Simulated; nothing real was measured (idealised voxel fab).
process module | voxel local oxidation
cross-section cut | 290 nm wide | cells 5 nm
A cross-section is a grid of square cells, given in bands from the top down. A band is one or more rows of cells.
Each band's line starts with the height of the band's top and of its bottom, in nm. Then come its materials from left to right, each with its width in nm. One material with "throughout" fills the band from edge to edge. "air" is empty space.
Height 0 is the level under which the wafer as received is all one material. The lowest band goes on downwards, as in "0 down".
A width such as "30 to 40" changes by the same amount from each row of cells to the next, from the band's top row to its bottom row.
"no change" after a step means that no cell of the cross-section changed.
closed voids: empty space of 8 cells or more with no open way to the top, each as width x height at its distance from the left edge, in nm
after a step's settings: what the simulator itself notes on the step
overlay nm, on a step with a mask: how far to the right of its planned place the mask lay; to the left if negative
plan
1 op RECEIVE | material Si
2 op OXIDIZE | depth nm 5
3 op CONFORMAL_DEP | material SiN | thk nm 15
4 op DIRECTIONAL_DEP | material aC | thk nm 15
5 op PATTERN | tone cover | mask id ACTIVE | material resist | width nm 110 | thk nm 35 | overlay nm 0
6 op DIRECTIONAL_ETCH | etch materials aC | depth nm 15
7 op STRIP | etch materials resist
8 op DIRECTIONAL_ETCH | etch materials SiN | depth nm 15
9 op STRIP | etch materials aC
10 op SELECTIVE_ETCH | etch materials SiO2 | depth nm 5
11 op OXIDIZE | depth nm 15
12 op STRIP | etch materials SiN
as received, after step 1
  0 down: Si throughout
  closed voids: none
first wafer at the end, as planned
  0 to -5: air 95 | SiO2 100 | air 95
  -5 to -20: SiO2 110 | Si 70 | SiO2 110
  -20 down: Si throughout
  closed voids: none
second wafer at the end: like start, like plan, one mistake
  0 to -5: SiO2 85 | air 120 | SiO2 85
  -5 to -20: Si 70 | SiO2 150 | Si 70
  -20 down: Si throughout
  closed voids: none
what went wrong: step 5 ran as: op PATTERN | tone open | mask id ACTIVE | material resist | width nm 110 | thk nm 35 | overlay nm 0
at the end the second wafer has, in cells: 42 more of Si | 28 fewer of SiO2
